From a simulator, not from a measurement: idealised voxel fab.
Process module in this document: voxel transistor to metal
In the cross-section labelled cut, the width is 150 nm and each square cell is 5 nm.
Cross-section format: a grid of square cells, given as bands from top to bottom; each band is one or more rows of cells.
What a band's entry tells you: where the top is and where the bottom is, as heights in nm, and after that what lies inside, material by material from left to right, each with its width in nm. Empty space is written as the word "air", and a single material marked with the word "all across" occupies the band from edge to edge.
Measure heights from 0. That's the level where, below it, the as-received wafer is all one material. The lowest band is bottomless and extends downward; write it as in "0 and below".
Think of "30->40" as a width that walks from the first number to the second as you go down the band, top row to bottom row, taking equal-sized steps from row to row.
Take "nothing changed" at face value: in the step it is given for, the cross-section changed in none of its cells.
"Enclosed void list" lists enclosed empty spaces (at least 8 cells, no open path upward to the top), each as width x height at distance from the left edge, in nm.
Heads up: the bit after the settings on a step's line is the simulator's remark on that step.
overlay nm: right-of-plan distance of the mask on a masked step; negative values mean left-of-plan.
The planned process steps are enumerated hereunder:
- 1: RECEIVE,material Si
- 2: OXIDIZE,depth nm 5
- 3: CONFORMAL_DEP,material SiN,thk nm 10
- 4: MASKED_ETCH,tone cover,mask id ACTIVE,width nm 110,etch materials SiN,depth nm 10,overlay nm 0
- 5: MASKED_ETCH,tone cover,mask id ACTIVE,width nm 110,etch materials SiO2,depth nm 5,overlay nm 0
- 6: MASKED_ETCH,tone cover,mask id ACTIVE,width nm 110,etch materials Si,depth nm 30,overlay nm 0
- 7: OXIDIZE,depth nm 5
- 8: FILL_DEP,material SiO2,thk nm 10
- 9: CMP,height nm 10
- 10: SELECTIVE_ETCH,etch materials SiO2,depth nm 5
- 11: STRIP,etch materials SiN
- 12: SELECTIVE_ETCH,etch materials SiO2,depth nm 5
- 13: OXIDIZE,depth nm 5
- 14: DIRECTIONAL_DEP,material polySi,thk nm 25
- 15: DIRECTIONAL_DEP,material SiCN,thk nm 10
- 16: PATTERN,tone cover,mask id GATE,material resist,width nm 30,thk nm 20,overlay nm 0
- 17: DIRECTIONAL_ETCH,etch materials SiCN,depth nm 20
- 18: DIRECTIONAL_ETCH,etch materials polySi,depth nm 35
- 19: STRIP,etch materials resist
- 20: CONFORMAL_DEP,material SiN,thk nm 10
- 21: DIRECTIONAL_ETCH,etch materials SiN,depth nm 10
- 22: DIRECTIONAL_ETCH,etch materials SiO2,depth nm 5
- 23: EPI,material SiGe,thk nm 5
- 24: FILL_DEP,material SiO2,thk nm 5
- 25: CMP,height nm 20
- 26: STRIP,etch materials polySi
- 27: SELECTIVE_ETCH,etch materials SiO2,depth nm 5
- 28: CONFORMAL_DEP,material HfO2,thk nm 5
- 29: CONFORMAL_DEP,material TiN,thk nm 5
- 30: FILL_DEP,material W,thk nm 10
- 31: CMP,height nm 15
- 32: DIRECTIONAL_DEP,material SiO2,thk nm 10
- 33: MASKED_ETCH,tone open,mask id CONTACT,width nm 20,pitch nm 80,etch materials SiO2,depth nm 30,overlay nm 0
- 34: CONFORMAL_DEP,material TiN,thk nm 5
- 35: FILL_DEP,material W,thk nm 10
- 36: CMP,height nm 25
- 37: DIRECTIONAL_DEP,material TiN,thk nm 5
- 38: DIRECTIONAL_DEP,material W,thk nm 20
- 39: DIRECTIONAL_DEP,material aC,thk nm 15
- 40: PATTERN,tone cover,mask id METAL_1,material resist,width nm 20,pitch nm 80,thk nm 35,overlay nm 0
- 41: DIRECTIONAL_ETCH,etch materials aC,depth nm 15
- 42: STRIP,etch materials resist
- 43: DIRECTIONAL_ETCH,etch materials W,depth nm 20
- 44: DIRECTIONAL_ETCH,etch materials TiN,depth nm 5
- 45: STRIP,etch materials aC
- 46: CONFORMAL_DEP,material SiN,thk nm 5
- 47: FILL_DEP,material lowk,thk nm 10
- 48: CMP,height nm 50
- 49: CONFORMAL_DEP,material SiN,thk nm 5
The following pertains to the first of two wafers, which was processed as planned:
Step 1 complete: cross-section of the wafer as received:
    0 and below = Si all across
    Enclosed void list: none
Cross-section: wafer state after step 2:
    0 down to -5 = SiO2 all across
    Below -5, no change.
Cross-section: wafer state after step 3:
    10 down to 0 = SiN all across
    Below 0, no change.
Cross-section: wafer state after step 4:
    10 down to 0 = air=20; SiN=110; air=20
    Below 0, no change.
Cross-section: wafer state after step 5:
    10 down to 0 = air=20; SiN=110; air=20
    0 down to -5 = air=20; SiO2=110; air=20
    Below -5, no change.
Cross-section: wafer state after step 6:
    10 down to 0 = air=20; SiN=110; air=20
    0 down to -5 = air=20; SiO2=110; air=20
    -5 down to -35 = air=20; Si=110; air=20
    Below -35, no change.
Cross-section: wafer state after step 7:
    10 down to 0 = air=20; SiN=110; air=20
    0 down to -5 = air=20; SiO2=110; air=20
    -5 down to -35 = air=20; SiO2=5; Si=100; SiO2=5; air=20
    -35 down to -40 = SiO2=25; Si=100; SiO2=25
    Below -40, no change.
Cross-section: wafer state after step 8:
    20 down to 10 = SiO2 all across
    10 down to 0 = SiO2=20; SiN=110; SiO2=20
    0 down to -5 = SiO2 all across
    -5 down to -40 = SiO2=25; Si=100; SiO2=25
    Below -40, no change.
Cross-section: wafer state after step 9:
    10 down to 0 = SiO2=20; SiN=110; SiO2=20
    Below 0, no change.
Cross-section: wafer state after step 10:
    10 down to 5 = air=20; SiN=110; air=20
    Below 5, no change.
Cross-section: wafer state after step 11:
    5 down to 0 = SiO2=20; air=110; SiO2=20
    Below 0, no change.
Cross-section: wafer state after step 12:
    0 down to -5 = SiO2=15; air=120; SiO2=15
    Below -5, no change.
Cross-section: wafer state after step 13:
    0 down to -5 = SiO2=15; air=120; SiO2=15
    -5 down to -10 = SiO2 all across
    Below -10, no change.
Cross-section: wafer state after step 14:
    25 down to 20 = polySi=15; air=120; polySi=15
    20 down to 0 = polySi all across
    0 down to -5 = SiO2=15; polySi=120; SiO2=15
    Below -5, no change.
Cross-section: wafer state after step 15:
    35 down to 30 = SiCN=15; air=120; SiCN=15
    30 down to 25 = SiCN all across
    25 down to 20 = polySi=15; SiCN=120; polySi=15
    Below 20, no change.
Cross-section: wafer state after step 16:
    55 down to 35 = air=60; resist=30; air=60
    35 down to 30 = SiCN=15; air=45; resist=30; air=45; SiCN=15
    Below 30, no change.
Cross-section: wafer state after step 17:
    55 down to 30 = air=60; resist=30; air=60
    30 down to 25 = air=60; SiCN=30; air=60
    25 down to 20 = polySi=15; air=45; SiCN=30; air=45; polySi=15
    Below 20, no change.
Cross-section: wafer state after step 18:
    55 down to 30 = air=60; resist=30; air=60
    30 down to 20 = air=60; SiCN=30; air=60
    20 down to 0 = air=60; polySi=30; air=60
    0 down to -5 = SiO2=15; air=45; polySi=30; air=45; SiO2=15
    Below -5, no change.
Cross-section: wafer state after step 19:
    30 down to 20 = air=60; SiCN=30; air=60
    Below 20, no change.
Cross-section: wafer state after step 20:
    40 down to 30 = air=50; SiN=50; air=50
    30 down to 20 = air=50; SiN=10; SiCN=30; SiN=10; air=50
    20 down to 10 = air=50; SiN=10; polySi=30; SiN=10; air=50
    10 down to 5 = SiN=25; air=25; SiN=10; polySi=30; SiN=10; air=25; SiN=25
    5 down to 0 = SiN=60; polySi=30; SiN=60
    0 down to -5 = SiO2=15; SiN=45; polySi=30; SiN=45; SiO2=15
    Below -5, no change.
Cross-section: wafer state after step 21:
    30 down to 20 = air=50; SiN=10; SiCN=30; SiN=10; air=50
    20 down to 0 = air=50; SiN=10; polySi=30; SiN=10; air=50
    0 down to -5 = SiO2=15; SiN=10; air=25; SiN=10; polySi=30; SiN=10; air=25; SiN=10; SiO2=15
    Below -5, no change.
Cross-section: wafer state after step 22:
    30 down to 20 = air=50; SiN=10; SiCN=30; SiN=10; air=50
    20 down to 0 = air=50; SiN=10; polySi=30; SiN=10; air=50
    0 down to -5 = air=15; SiN=10; air=25; SiN=10; polySi=30; SiN=10; air=25; SiN=10; air=15
    -5 down to -10 = SiO2=25; air=25; SiO2=50; air=25; SiO2=25
    Below -10, no change.
Cross-section: wafer state after step 23:
    30 down to 20 = air=50; SiN=10; SiCN=30; SiN=10; air=50
    20 down to 0 = air=50; SiN=10; polySi=30; SiN=10; air=50
    0 down to -5 = air=15; SiN=10; air=25; SiN=10; polySi=30; SiN=10; air=25; SiN=10; air=15
    -5 down to -10 = SiO2=25; SiGe=25; SiO2=50; SiGe=25; SiO2=25
    Below -10, no change.
Cross-section: wafer state after step 24:
    35 down to 30 = SiO2 all across
    30 down to 20 = SiO2=50; SiN=10; SiCN=30; SiN=10; SiO2=50
    20 down to 0 = SiO2=50; SiN=10; polySi=30; SiN=10; SiO2=50
    0 down to -5 = SiO2=15; SiN=10; SiO2=25; SiN=10; polySi=30; SiN=10; SiO2=25; SiN=10; SiO2=15
    Below -5, no change.
Cross-section: wafer state after step 25:
    20 down to 0 = SiO2=50; SiN=10; polySi=30; SiN=10; SiO2=50
    Below 0, no change.
Cross-section: wafer state after step 26:
    20 down to 0 = SiO2=50; SiN=10; air=30; SiN=10; SiO2=50
    0 down to -5 = SiO2=15; SiN=10; SiO2=25; SiN=10; air=30; SiN=10; SiO2=25; SiN=10; SiO2=15
    Below -5, no change.
Cross-section: wafer state after step 27:
    20 down to 15 = air=50; SiN=10; air=30; SiN=10; air=50
    15 down to 0 = SiO2=50; SiN=10; air=30; SiN=10; SiO2=50
    0 down to -5 = SiO2=15; SiN=10; SiO2=25; SiN=10; air=30; SiN=10; SiO2=25; SiN=10; SiO2=15
    -5 down to -10 = SiO2=25; SiGe=25; SiO2=5; air=40; SiO2=5; SiGe=25; SiO2=25
    Below -10, no change.
Cross-section: wafer state after step 28:
    25 down to 20 = air=45; HfO2=20; air=20; HfO2=20; air=45
    20 down to 15 = HfO2=50; SiN=10; HfO2=5; air=20; HfO2=5; SiN=10; HfO2=50
    15 down to 0 = SiO2=50; SiN=10; HfO2=5; air=20; HfO2=5; SiN=10; SiO2=50
    0 down to -5 = SiO2=15; SiN=10; SiO2=25; SiN=10; HfO2=5; air=20; HfO2=5; SiN=10; SiO2=25; SiN=10; SiO2=15
    -5 down to -10 = SiO2=25; SiGe=25; SiO2=5; HfO2=40; SiO2=5; SiGe=25; SiO2=25
    Below -10, no change.
Cross-section: wafer state after step 29:
    30 down to 25 = air=40; TiN=30; air=10; TiN=30; air=40
    25 down to 20 = TiN=45; HfO2=20; TiN=5; air=10; TiN=5; HfO2=20; TiN=45
    20 down to 15 = HfO2=50; SiN=10; HfO2=5; TiN=5; air=10; TiN=5; HfO2=5; SiN=10; HfO2=50
    15 down to 0 = SiO2=50; SiN=10; HfO2=5; TiN=5; air=10; TiN=5; HfO2=5; SiN=10; SiO2=50
    0 down to -5 = SiO2=15; SiN=10; SiO2=25; SiN=10; HfO2=5; TiN=20; HfO2=5; SiN=10; SiO2=25; SiN=10; SiO2=15
    Below -5, no change.
Cross-section: wafer state after step 30:
    40 down to 30 = W all across
    30 down to 25 = W=40; TiN=30; W=10; TiN=30; W=40
    25 down to 20 = TiN=45; HfO2=20; TiN=5; W=10; TiN=5; HfO2=20; TiN=45
    20 down to 15 = HfO2=50; SiN=10; HfO2=5; TiN=5; W=10; TiN=5; HfO2=5; SiN=10; HfO2=50
    15 down to 0 = SiO2=50; SiN=10; HfO2=5; TiN=5; W=10; TiN=5; HfO2=5; SiN=10; SiO2=50
    Below 0, no change.
Cross-section: wafer state after step 31:
    15 down to 0 = SiO2=50; SiN=10; HfO2=5; TiN=5; W=10; TiN=5; HfO2=5; SiN=10; SiO2=50
    Below 0, no change.
Cross-section: wafer state after step 32:
    25 down to 15 = SiO2 all across
    Below 15, no change.
Cross-section: wafer state after step 33:
    25 down to 15 = SiO2=25; air=20; SiO2=60; air=20; SiO2=25
    15 down to 0 = SiO2=25; air=20; SiO2=5; SiN=10; HfO2=5; TiN=5; W=10; TiN=5; HfO2=5; SiN=10; SiO2=5; air=20; SiO2=25
    0 down to -5 = SiO2=15; SiN=10; air=20; SiO2=5; SiN=10; HfO2=5; TiN=20; HfO2=5; SiN=10; SiO2=5; air=20; SiN=10; SiO2=15
    Below -5, no change.
Cross-section: wafer state after step 34:
    30 down to 25 = TiN=30; air=10; TiN=70; air=10; TiN=30
    25 down to 15 = SiO2=25; TiN=5; air=10; TiN=5; SiO2=60; TiN=5; air=10; TiN=5; SiO2=25
    15 down to 0 = SiO2=25; TiN=5; air=10; TiN=5; SiO2=5; SiN=10; HfO2=5; TiN=5; W=10; TiN=5; HfO2=5; SiN=10; SiO2=5; TiN=5; air=10; TiN=5; SiO2=25
    0 down to -5 = SiO2=15; SiN=10; TiN=20; SiO2=5; SiN=10; HfO2=5; TiN=20; HfO2=5; SiN=10; SiO2=5; TiN=20; SiN=10; SiO2=15
    Below -5, no change.
Cross-section: wafer state after step 35:
    40 down to 30 = W all across
    30 down to 25 = TiN=30; W=10; TiN=70; W=10; TiN=30
    25 down to 15 = SiO2=25; TiN=5; W=10; TiN=5; SiO2=60; TiN=5; W=10; TiN=5; SiO2=25
    15 down to 0 = SiO2=25; TiN=5; W=10; TiN=5; SiO2=5; SiN=10; HfO2=5; TiN=5; W=10; TiN=5; HfO2=5; SiN=10; SiO2=5; TiN=5; W=10; TiN=5; SiO2=25
    Below 0, no change.
Cross-section: wafer state after step 36:
    25 down to 15 = SiO2=25; TiN=5; W=10; TiN=5; SiO2=60; TiN=5; W=10; TiN=5; SiO2=25
    Below 15, no change.
Cross-section: wafer state after step 37:
    30 down to 25 = TiN all across
    Below 25, no change.
Cross-section: wafer state after step 38:
    50 down to 30 = W all across
    Below 30, no change.
Cross-section: wafer state after step 39:
    65 down to 50 = aC all across
    Below 50, no change.
Cross-section: wafer state after step 40:
    100 down to 65 = air=25; resist=20; air=60; resist=20; air=25
    Below 65, no change.
Cross-section: wafer state after step 41:
    85 down to 65 = air=25; resist=20; air=60; resist=20; air=25
    65 down to 50 = air=25; aC=20; air=60; aC=20; air=25
    Below 50, no change.
Cross-section: wafer state after step 42:
    65 down to 50 = air=25; aC=20; air=60; aC=20; air=25
    Below 50, no change.
Cross-section: wafer state after step 43:
    65 down to 50 = air=25; aC=20; air=60; aC=20; air=25
    50 down to 30 = air=25; W=20; air=60; W=20; air=25
    Below 30, no change.
Cross-section: wafer state after step 44:
    65 down to 50 = air=25; aC=20; air=60; aC=20; air=25
    50 down to 30 = air=25; W=20; air=60; W=20; air=25
    30 down to 25 = air=25; TiN=20; air=60; TiN=20; air=25
    Below 25, no change.
Cross-section: wafer state after step 45:
    50 down to 30 = air=25; W=20; air=60; W=20; air=25
    Below 30, no change.
Cross-section: wafer state after step 46:
    55 down to 50 = air=20; SiN=30; air=50; SiN=30; air=20
    50 down to 30 = air=20; SiN=5; W=20; SiN=5; air=50; SiN=5; W=20; SiN=5; air=20
    30 down to 25 = SiN=25; TiN=20; SiN=60; TiN=20; SiN=25
    Below 25, no change.
Cross-section: wafer state after step 47:
    65 down to 55 = lowk all across
    55 down to 50 = lowk=20; SiN=30; lowk=50; SiN=30; lowk=20
    50 down to 30 = lowk=20; SiN=5; W=20; SiN=5; lowk=50; SiN=5; W=20; SiN=5; lowk=20
    Below 30, no change.
Cross-section: wafer state after step 48:
    50 down to 30 = lowk=20; SiN=5; W=20; SiN=5; lowk=50; SiN=5; W=20; SiN=5; lowk=20
    Below 30, no change.
Cross-section: wafer state after step 49:
    55 down to 50 = SiN all across
    Below 50, no change.
Companion wafer, the second of two: same beginning, same intended sequence, one mistake in carrying it out; through step 6 inclusive it tracks the first exactly:
when step 7 should have ended:
    10 down to 0 = air=20; SiN=110; air=20
    0 down to -5 = air=20; SiO2=110; air=20
    -5 down to -35 = air=20; SiO2=10; Si=90; SiO2=10; air=20
    -35 down to -45 = SiO2=30; Si=90; SiO2=30
    Below -45, no change.
when step 8 should have ended:
    20 down to 10 = SiO2 all across
    10 down to 0 = SiO2=20; SiN=110; SiO2=20
    0 down to -5 = SiO2 all across
    -5 down to -45 = SiO2=30; Si=90; SiO2=30
    Below -45, no change.
when step 9 should have ended:
    10 down to 0 = SiO2=20; SiN=110; SiO2=20
    Below 0, no change.
when step 10 should have ended:
    10 down to 5 = air=20; SiN=110; air=20
    Below 5, no change.
when step 11 should have ended:
    5 down to 0 = SiO2=20; air=110; SiO2=20
    Below 0, no change.
when step 12 should have ended:
    0 down to -5 = SiO2=15; air=120; SiO2=15
    Below -5, no change.
when step 13 should have ended:
    0 down to -5 = SiO2=15; air=120; SiO2=15
    -5 down to -10 = SiO2 all across
    Below -10, no change.
when step 14 should have ended:
    25 down to 20 = polySi=15; air=120; polySi=15
    20 down to 0 = polySi all across
    0 down to -5 = SiO2=15; polySi=120; SiO2=15
    Below -5, no change.
when step 15 should have ended:
    35 down to 30 = SiCN=15; air=120; SiCN=15
    30 down to 25 = SiCN all across
    25 down to 20 = polySi=15; SiCN=120; polySi=15
    Below 20, no change.
when step 16 should have ended:
    55 down to 35 = air=60; resist=30; air=60
    35 down to 30 = SiCN=15; air=45; resist=30; air=45; SiCN=15
    Below 30, no change.
when step 17 should have ended:
    55 down to 30 = air=60; resist=30; air=60
    30 down to 25 = air=60; SiCN=30; air=60
    25 down to 20 = polySi=15; air=45; SiCN=30; air=45; polySi=15
    Below 20, no change.
when step 18 should have ended:
    55 down to 30 = air=60; resist=30; air=60
    30 down to 20 = air=60; SiCN=30; air=60
    20 down to 0 = air=60; polySi=30; air=60
    0 down to -5 = SiO2=15; air=45; polySi=30; air=45; SiO2=15
    Below -5, no change.
when step 19 should have ended:
    30 down to 20 = air=60; SiCN=30; air=60
    Below 20, no change.
when step 20 should have ended:
    40 down to 30 = air=50; SiN=50; air=50
    30 down to 20 = air=50; SiN=10; SiCN=30; SiN=10; air=50
    20 down to 10 = air=50; SiN=10; polySi=30; SiN=10; air=50
    10 down to 5 = SiN=25; air=25; SiN=10; polySi=30; SiN=10; air=25; SiN=25
    5 down to 0 = SiN=60; polySi=30; SiN=60
    0 down to -5 = SiO2=15; SiN=45; polySi=30; SiN=45; SiO2=15
    Below -5, no change.
when step 21 should have ended:
    30 down to 20 = air=50; SiN=10; SiCN=30; SiN=10; air=50
    20 down to 0 = air=50; SiN=10; polySi=30; SiN=10; air=50
    0 down to -5 = SiO2=15; SiN=10; air=25; SiN=10; polySi=30; SiN=10; air=25; SiN=10; SiO2=15
    Below -5, no change.
when step 22 should have ended:
    30 down to 20 = air=50; SiN=10; SiCN=30; SiN=10; air=50
    20 down to 0 = air=50; SiN=10; polySi=30; SiN=10; air=50
    0 down to -5 = air=15; SiN=10; air=25; SiN=10; polySi=30; SiN=10; air=25; SiN=10; air=15
    -5 down to -10 = SiO2=25; air=25; SiO2=50; air=25; SiO2=25
    Below -10, no change.
when step 23 should have ended:
    30 down to 20 = air=50; SiN=10; SiCN=30; SiN=10; air=50
    20 down to 0 = air=50; SiN=10; polySi=30; SiN=10; air=50
    0 down to -5 = air=15; SiN=10; air=25; SiN=10; polySi=30; SiN=10; air=25; SiN=10; air=15
    -5 down to -10 = SiO2=25; SiGe=25; SiO2=50; SiGe=25; SiO2=25
    Below -10, no change.
when step 24 should have ended:
    35 down to 30 = SiO2 all across
    30 down to 20 = SiO2=50; SiN=10; SiCN=30; SiN=10; SiO2=50
    20 down to 0 = SiO2=50; SiN=10; polySi=30; SiN=10; SiO2=50
    0 down to -5 = SiO2=15; SiN=10; SiO2=25; SiN=10; polySi=30; SiN=10; SiO2=25; SiN=10; SiO2=15
    Below -5, no change.
when step 25 should have ended:
    20 down to 0 = SiO2=50; SiN=10; polySi=30; SiN=10; SiO2=50
    Below 0, no change.
when step 26 should have ended:
    20 down to 0 = SiO2=50; SiN=10; air=30; SiN=10; SiO2=50
    0 down to -5 = SiO2=15; SiN=10; SiO2=25; SiN=10; air=30; SiN=10; SiO2=25; SiN=10; SiO2=15
    Below -5, no change.
when step 27 should have ended:
    20 down to 15 = air=50; SiN=10; air=30; SiN=10; air=50
    15 down to 0 = SiO2=50; SiN=10; air=30; SiN=10; SiO2=50
    0 down to -5 = SiO2=15; SiN=10; SiO2=25; SiN=10; air=30; SiN=10; SiO2=25; SiN=10; SiO2=15
    -5 down to -10 = SiO2=25; SiGe=25; SiO2=5; air=40; SiO2=5; SiGe=25; SiO2=25
    Below -10, no change.
when step 28 should have ended:
    25 down to 20 = air=45; HfO2=20; air=20; HfO2=20; air=45
    20 down to 15 = HfO2=50; SiN=10; HfO2=5; air=20; HfO2=5; SiN=10; HfO2=50
    15 down to 0 = SiO2=50; SiN=10; HfO2=5; air=20; HfO2=5; SiN=10; SiO2=50
    0 down to -5 = SiO2=15; SiN=10; SiO2=25; SiN=10; HfO2=5; air=20; HfO2=5; SiN=10; SiO2=25; SiN=10; SiO2=15
    -5 down to -10 = SiO2=25; SiGe=25; SiO2=5; HfO2=40; SiO2=5; SiGe=25; SiO2=25
    Below -10, no change.
when step 29 should have ended:
    30 down to 25 = air=40; TiN=30; air=10; TiN=30; air=40
    25 down to 20 = TiN=45; HfO2=20; TiN=5; air=10; TiN=5; HfO2=20; TiN=45
    20 down to 15 = HfO2=50; SiN=10; HfO2=5; TiN=5; air=10; TiN=5; HfO2=5; SiN=10; HfO2=50
    15 down to 0 = SiO2=50; SiN=10; HfO2=5; TiN=5; air=10; TiN=5; HfO2=5; SiN=10; SiO2=50
    0 down to -5 = SiO2=15; SiN=10; SiO2=25; SiN=10; HfO2=5; TiN=20; HfO2=5; SiN=10; SiO2=25; SiN=10; SiO2=15
    Below -5, no change.
when step 30 should have ended:
    40 down to 30 = W all across
    30 down to 25 = W=40; TiN=30; W=10; TiN=30; W=40
    25 down to 20 = TiN=45; HfO2=20; TiN=5; W=10; TiN=5; HfO2=20; TiN=45
    20 down to 15 = HfO2=50; SiN=10; HfO2=5; TiN=5; W=10; TiN=5; HfO2=5; SiN=10; HfO2=50
    15 down to 0 = SiO2=50; SiN=10; HfO2=5; TiN=5; W=10; TiN=5; HfO2=5; SiN=10; SiO2=50
    Below 0, no change.
when step 31 should have ended:
    15 down to 0 = SiO2=50; SiN=10; HfO2=5; TiN=5; W=10; TiN=5; HfO2=5; SiN=10; SiO2=50
    Below 0, no change.
when step 32 should have ended:
    25 down to 15 = SiO2 all across
    Below 15, no change.
when step 33 should have ended:
    25 down to 15 = SiO2=25; air=20; SiO2=60; air=20; SiO2=25
    15 down to 0 = SiO2=25; air=20; SiO2=5; SiN=10; HfO2=5; TiN=5; W=10; TiN=5; HfO2=5; SiN=10; SiO2=5; air=20; SiO2=25
    0 down to -5 = SiO2=15; SiN=10; air=20; SiO2=5; SiN=10; HfO2=5; TiN=20; HfO2=5; SiN=10; SiO2=5; air=20; SiN=10; SiO2=15
    Below -5, no change.
when step 34 should have ended:
    30 down to 25 = TiN=30; air=10; TiN=70; air=10; TiN=30
    25 down to 15 = SiO2=25; TiN=5; air=10; TiN=5; SiO2=60; TiN=5; air=10; TiN=5; SiO2=25
    15 down to 0 = SiO2=25; TiN=5; air=10; TiN=5; SiO2=5; SiN=10; HfO2=5; TiN=5; W=10; TiN=5; HfO2=5; SiN=10; SiO2=5; TiN=5; air=10; TiN=5; SiO2=25
    0 down to -5 = SiO2=15; SiN=10; TiN=20; SiO2=5; SiN=10; HfO2=5; TiN=20; HfO2=5; SiN=10; SiO2=5; TiN=20; SiN=10; SiO2=15
    Below -5, no change.
when step 35 should have ended:
    40 down to 30 = W all across
    30 down to 25 = TiN=30; W=10; TiN=70; W=10; TiN=30
    25 down to 15 = SiO2=25; TiN=5; W=10; TiN=5; SiO2=60; TiN=5; W=10; TiN=5; SiO2=25
    15 down to 0 = SiO2=25; TiN=5; W=10; TiN=5; SiO2=5; SiN=10; HfO2=5; TiN=5; W=10; TiN=5; HfO2=5; SiN=10; SiO2=5; TiN=5; W=10; TiN=5; SiO2=25
    Below 0, no change.
when step 36 should have ended:
    25 down to 15 = SiO2=25; TiN=5; W=10; TiN=5; SiO2=60; TiN=5; W=10; TiN=5; SiO2=25
    Below 15, no change.
when step 37 should have ended:
    30 down to 25 = TiN all across
    Below 25, no change.
when step 38 should have ended:
    50 down to 30 = W all across
    Below 30, no change.
when step 39 should have ended:
    65 down to 50 = aC all across
    Below 50, no change.
when step 40 should have ended:
    100 down to 65 = air=25; resist=20; air=60; resist=20; air=25
    Below 65, no change.
when step 41 should have ended:
    85 down to 65 = air=25; resist=20; air=60; resist=20; air=25
    65 down to 50 = air=25; aC=20; air=60; aC=20; air=25
    Below 50, no change.
when step 42 should have ended:
    65 down to 50 = air=25; aC=20; air=60; aC=20; air=25
    Below 50, no change.
when step 43 should have ended:
    65 down to 50 = air=25; aC=20; air=60; aC=20; air=25
    50 down to 30 = air=25; W=20; air=60; W=20; air=25
    Below 30, no change.
when step 44 should have ended:
    65 down to 50 = air=25; aC=20; air=60; aC=20; air=25
    50 down to 30 = air=25; W=20; air=60; W=20; air=25
    30 down to 25 = air=25; TiN=20; air=60; TiN=20; air=25
    Below 25, no change.
when step 45 should have ended:
    50 down to 30 = air=25; W=20; air=60; W=20; air=25
    Below 30, no change.
when step 46 should have ended:
    55 down to 50 = air=20; SiN=30; air=50; SiN=30; air=20
    50 down to 30 = air=20; SiN=5; W=20; SiN=5; air=50; SiN=5; W=20; SiN=5; air=20
    30 down to 25 = SiN=25; TiN=20; SiN=60; TiN=20; SiN=25
    Below 25, no change.
when step 47 should have ended:
    65 down to 55 = lowk all across
    55 down to 50 = lowk=20; SiN=30; lowk=50; SiN=30; lowk=20
    50 down to 30 = lowk=20; SiN=5; W=20; SiN=5; lowk=50; SiN=5; W=20; SiN=5; lowk=20
    Below 30, no change.
when step 48 should have ended:
    50 down to 30 = lowk=20; SiN=5; W=20; SiN=5; lowk=50; SiN=5; W=20; SiN=5; lowk=20
    Below 30, no change.
when step 49 should have ended:
    55 down to 50 = SiN all across
    Below 50, no change.
Here's what went sideways: step 7: run off-plan, actual operation and settings OXIDIZE,depth nm 10
Final difference in cells, second wafer against first, listed per material as more or fewer: 24 fewer of Si; 24 more of SiO2
